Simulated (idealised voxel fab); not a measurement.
The document below concerns the process module designated voxel air gaps.
Section cut is 210 nm wide and gridded with 5 nm square cells.
How to read a cross-section here: the picture is a grid of square cells, written as bands going from the top down, and any band can span one or more rows of cells.
Band entry format. Leading values: height of top, height of bottom, nm. Remainder: materials in left-to-right order, each with its width in nm. Special words: "all across" on a single material, which then fills the band edge to edge; "blank", empty space.
Measure heights from 0. That's the level where, below it, the as-received wafer is all one material. The lowest band is bottomless and extends downward; write it as in "0 nm and below".
Quick explanation for "30 to 40": the width changes in equal steps down the rows of cells, from the first number in the band's top row to the second number in its bottom row.
Given "remained unchanged" for a step, no cell of the cross-section differs between before and after that step.
The entry "Voids, sealed" lists the empty spaces that cover at least 8 cells and have no open path to the top. Each is written as width x height at distance, where the distance is measured from the left edge and all three values are in nm.
Formally, on a step line, whatever follows the settings is a remark that the simulator itself makes on the step.
"overlay nm", when on a step's line for a step with a mask, measures how far to the right of its planned place the mask lay; a negative measure means to the left.

Plan:
- 1: RECEIVE (material Si)
- 2: CONFORMAL_DEP (material SiO2; thk nm 10)
- 3: CONFORMAL_DEP (material SiN; thk nm 5)
- 4: DIRECTIONAL_DEP (material lowk; thk nm 35)
- 5: DIRECTIONAL_DEP (material aC; thk nm 15)
- 6: PATTERN (tone open; mask id LINES; material resist; width nm 15; pitch nm 45; thk nm 30; overlay nm 0)
- 7: DIRECTIONAL_ETCH (etch materials aC; depth nm 15)
- 8: STRIP (etch materials resist)
- 9: DIRECTIONAL_ETCH (etch materials lowk; depth nm 35)
- 10: STRIP (etch materials aC)
- 11: CONFORMAL_DEP (material TiN; thk nm 5)
- 12: FILL_DEP (material Ru; thk nm 5)
- 13: CMP (height nm 50)
- 14: EPI (material Ru; thk nm 10)
- 15: SELECTIVE_ETCH (etch materials lowk; depth nm 45)
- 16: CONFORMAL_DEP (material SiCN; thk nm 5)

So, the first of our two wafers, run just as we planned it:

Step 1 complete: cross-section of the wafer as received:
0 nm and below: Si all across
Voids, sealed: none

After step 2:
10 nm to 0 nm: SiO2 all across
below 0: unchanged

After step 3:
15 nm to 10 nm: SiN all across
below 10: unchanged

After step 4:
50 nm to 15 nm: lowk all across
below 15: unchanged

After step 5:
65 nm to 50 nm: aC all across
below 50: unchanged

After step 6:
95 nm to 65 nm: resist (30) / blank (15) / resist (30) / blank (15) / resist (30) / blank (15) / resist (30) / blank (15) / resist (30)
below 65: unchanged

After step 7:
80 nm to 65 nm: resist (30) / blank (15) / resist (30) / blank (15) / resist (30) / blank (15) / resist (30) / blank (15) / resist (30)
65 nm to 50 nm: aC (30) / blank (15) / aC (30) / blank (15) / aC (30) / blank (15) / aC (30) / blank (15) / aC (30)
below 50: unchanged

After step 8:
65 nm to 50 nm: aC (30) / blank (15) / aC (30) / blank (15) / aC (30) / blank (15) / aC (30) / blank (15) / aC (30)
below 50: unchanged

After step 9:
65 nm to 50 nm: aC (30) / blank (15) / aC (30) / blank (15) / aC (30) / blank (15) / aC (30) / blank (15) / aC (30)
50 nm to 15 nm: lowk (30) / blank (15) / lowk (30) / blank (15) / lowk (30) / blank (15) / lowk (30) / blank (15) / lowk (30)
below 15: unchanged

After step 10:
50 nm to 15 nm: lowk (30) / blank (15) / lowk (30) / blank (15) / lowk (30) / blank (15) / lowk (30) / blank (15) / lowk (30)
below 15: unchanged

After step 11:
55 nm to 50 nm: TiN (35) / blank (5) / TiN (40) / blank (5) / TiN (40) / blank (5) / TiN (40) / blank (5) / TiN (35)
50 nm to 20 nm: lowk (30) / TiN (5) / blank (5) / TiN (5) / lowk (30) / TiN (5) / blank (5) / TiN (5) / lowk (30) / TiN (5) / blank (5) / TiN (5) / lowk (30) / TiN (5) / blank (5) / TiN (5) / lowk (30)
20 nm to 15 nm: lowk (30) / TiN (15) / lowk (30) / TiN (15) / lowk (30) / TiN (15) / lowk (30) / TiN (15) / lowk (30)
below 15: unchanged

After step 12:
60 nm to 55 nm: Ru all across
55 nm to 50 nm: TiN (35) / Ru (5) / TiN (40) / Ru (5) / TiN (40) / Ru (5) / TiN (40) / Ru (5) / TiN (35)
50 nm to 20 nm: lowk (30) / TiN (5) / Ru (5) / TiN (5) / lowk (30) / TiN (5) / Ru (5) / TiN (5) / lowk (30) / TiN (5) / Ru (5) / TiN (5) / lowk (30) / TiN (5) / Ru (5) / TiN (5) / lowk (30)
below 20: unchanged

After step 13:
50 nm to 20 nm: lowk (30) / TiN (5) / Ru (5) / TiN (5) / lowk (30) / TiN (5) / Ru (5) / TiN (5) / lowk (30) / TiN (5) / Ru (5) / TiN (5) / lowk (30) / TiN (5) / Ru (5) / TiN (5) / lowk (30)
below 20: unchanged

After step 14:
60 nm to 50 nm: blank (20) / Ru (35) / blank (10) / Ru (35) / blank (10) / Ru (35) / blank (10) / Ru (35) / blank (20)
below 50: unchanged

After step 15:
60 nm to 50 nm: blank (20) / Ru (35) / blank (10) / Ru (35) / blank (10) / Ru (35) / blank (10) / Ru (35) / blank (20)
50 nm to 20 nm: blank (30) / TiN (5) / Ru (5) / TiN (5) / blank (30) / TiN (5) / Ru (5) / TiN (5) / blank (30) / TiN (5) / Ru (5) / TiN (5) / blank (30) / TiN (5) / Ru (5) / TiN (5) / blank (30)
20 nm to 15 nm: blank (30) / TiN (15) / blank (30) / TiN (15) / blank (30) / TiN (15) / blank (30) / TiN (15) / blank (30)
below 15: unchanged

After step 16:
65 nm to 60 nm: blank (15) / SiCN (180) / blank (15)
60 nm to 50 nm: blank (15) / SiCN (5) / Ru (35) / SiCN (10) / Ru (35) / SiCN (10) / Ru (35) / SiCN (10) / Ru (35) / SiCN (5) / blank (15)
50 nm to 45 nm: blank (15) / SiCN (15) / TiN (5) / Ru (5) / TiN (5) / SiCN (30) / TiN (5) / Ru (5) / TiN (5) / SiCN (30) / TiN (5) / Ru (5) / TiN (5) / SiCN (30) / TiN (5) / Ru (5) / TiN (5) / SiCN (15) / blank (15)
45 nm to 20 nm: blank (25) / SiCN (5) / TiN (5) / Ru (5) / TiN (5) / SiCN (5) / blank (20) / SiCN (5) / TiN (5) / Ru (5) / TiN (5) / SiCN (5) / blank (20) / SiCN (5) / TiN (5) / Ru (5) / TiN (5) / SiCN (5) / blank (20) / SiCN (5) / TiN (5) / Ru (5) / TiN (5) / SiCN (5) / blank (25)
20 nm to 15 nm: SiCN (30) / TiN (15) / SiCN (30) / TiN (15) / SiCN (30) / TiN (15) / SiCN (30) / TiN (15) / SiCN (30)
below 15: unchanged
Voids, sealed: 20 x 25 at 50; 20 x 25 at 95; 20 x 25 at 140

Here the second wafer is described. Its start and its plan were those of the first wafer. Its run contained one mistake. Up to and including step 5, it did exactly what the first wafer did:

Second wafer, cut view, end of step 6 per plan:
95 nm to 65 nm: resist (25) / blank (25) / resist (20) / blank (25) / resist (20) / blank (25) / resist (20) / blank (25) / resist (25)
below 65: unchanged

Second wafer, cut view, end of step 7 per plan:
80 nm to 65 nm: resist (25) / blank (25) / resist (20) / blank (25) / resist (20) / blank (25) / resist (20) / blank (25) / resist (25)
65 nm to 50 nm: aC (25) / blank (25) / aC (20) / blank (25) / aC (20) / blank (25) / aC (20) / blank (25) / aC (25)
below 50: unchanged

Second wafer, cut view, end of step 8 per plan:
65 nm to 50 nm: aC (25) / blank (25) / aC (20) / blank (25) / aC (20) / blank (25) / aC (20) / blank (25) / aC (25)
below 50: unchanged

Second wafer, cut view, end of step 9 per plan:
65 nm to 50 nm: aC (25) / blank (25) / aC (20) / blank (25) / aC (20) / blank (25) / aC (20) / blank (25) / aC (25)
50 nm to 15 nm: lowk (25) / blank (25) / lowk (20) / blank (25) / lowk (20) / blank (25) / lowk (20) / blank (25) / lowk (25)
below 15: unchanged

Second wafer, cut view, end of step 10 per plan:
50 nm to 15 nm: lowk (25) / blank (25) / lowk (20) / blank (25) / lowk (20) / blank (25) / lowk (20) / blank (25) / lowk (25)
below 15: unchanged

Second wafer, cut view, end of step 11 per plan:
55 nm to 50 nm: TiN (30) / blank (15) / TiN (30) / blank (15) / TiN (30) / blank (15) / TiN (30) / blank (15) / TiN (30)
50 nm to 20 nm: lowk (25) / TiN (5) / blank (15) / TiN (5) / lowk (20) / TiN (5) / blank (15) / TiN (5) / lowk (20) / TiN (5) / blank (15) / TiN (5) / lowk (20) / TiN (5) / blank (15) / TiN (5) / lowk (25)
20 nm to 15 nm: lowk (25) / TiN (25) / lowk (20) / TiN (25) / lowk (20) / TiN (25) / lowk (20) / TiN (25) / lowk (25)
below 15: unchanged

Second wafer, cut view, end of step 12 per plan:
60 nm to 55 nm: Ru all across
55 nm to 50 nm: TiN (30) / Ru (15) / TiN (30) / Ru (15) / TiN (30) / Ru (15) / TiN (30) / Ru (15) / TiN (30)
50 nm to 20 nm: lowk (25) / TiN (5) / Ru (15) / TiN (5) / lowk (20) / TiN (5) / Ru (15) / TiN (5) / lowk (20) / TiN (5) / Ru (15) / TiN (5) / lowk (20) / TiN (5) / Ru (15) / TiN (5) / lowk (25)
below 20: unchanged

Second wafer, cut view, end of step 13 per plan:
50 nm to 20 nm: lowk (25) / TiN (5) / Ru (15) / TiN (5) / lowk (20) / TiN (5) / Ru (15) / TiN (5) / lowk (20) / TiN (5) / Ru (15) / TiN (5) / lowk (20) / TiN (5) / Ru (15) / TiN (5) / lowk (25)
below 20: unchanged

Second wafer, cut view, end of step 14 per plan:
60 nm to 50 nm: blank (15) / Ru (180) / blank (15)
below 50: unchanged

Second wafer, cut view, end of step 15 per plan:
60 nm to 50 nm: blank (15) / Ru (180) / blank (15)
50 nm to 20 nm: blank (25) / TiN (5) / Ru (15) / TiN (5) / lowk (20) / TiN (5) / Ru (15) / TiN (5) / lowk (20) / TiN (5) / Ru (15) / TiN (5) / lowk (20) / TiN (5) / Ru (15) / TiN (5) / blank (25)
20 nm to 15 nm: blank (25) / TiN (25) / lowk (20) / TiN (25) / lowk (20) / TiN (25) / lowk (20) / TiN (25) / blank (25)
below 15: unchanged

Second wafer, cut view, end of step 16 per plan:
65 nm to 60 nm: blank (10) / SiCN (190) / blank (10)
60 nm to 50 nm: blank (10) / SiCN (5) / Ru (180) / SiCN (5) / blank (10)
50 nm to 45 nm: blank (10) / SiCN (15) / TiN (5) / Ru (15) / TiN (5) / lowk (20) / TiN (5) / Ru (15) / TiN (5) / lowk (20) / TiN (5) / Ru (15) / TiN (5) / lowk (20) / TiN (5) / Ru (15) / TiN (5) / SiCN (15) / blank (10)
45 nm to 20 nm: blank (20) / SiCN (5) / TiN (5) / Ru (15) / TiN (5) / lowk (20) / TiN (5) / Ru (15) / TiN (5) / lowk (20) / TiN (5) / Ru (15) / TiN (5) / lowk (20) / TiN (5) / Ru (15) / TiN (5) / SiCN (5) / blank (20)
20 nm to 15 nm: SiCN (25) / TiN (25) / lowk (20) / TiN (25) / lowk (20) / TiN (25) / lowk (20) / TiN (25) / SiCN (25)
below 15: unchanged
Processing error: step 6 was processed under conditions differing from the plan, specifically as PATTERN (tone open; mask id LINES; material resist; width nm 25; pitch nm 45; thk nm 30; overlay nm 0)
Final cells, second wafer relative to first, materials higher or lower: 64 more of Ru | 78 fewer of SiCN | 8 more of TiN | 84 more of lowk
The second wafer ends with 0 closed voids, and the first wafer ends with 3.
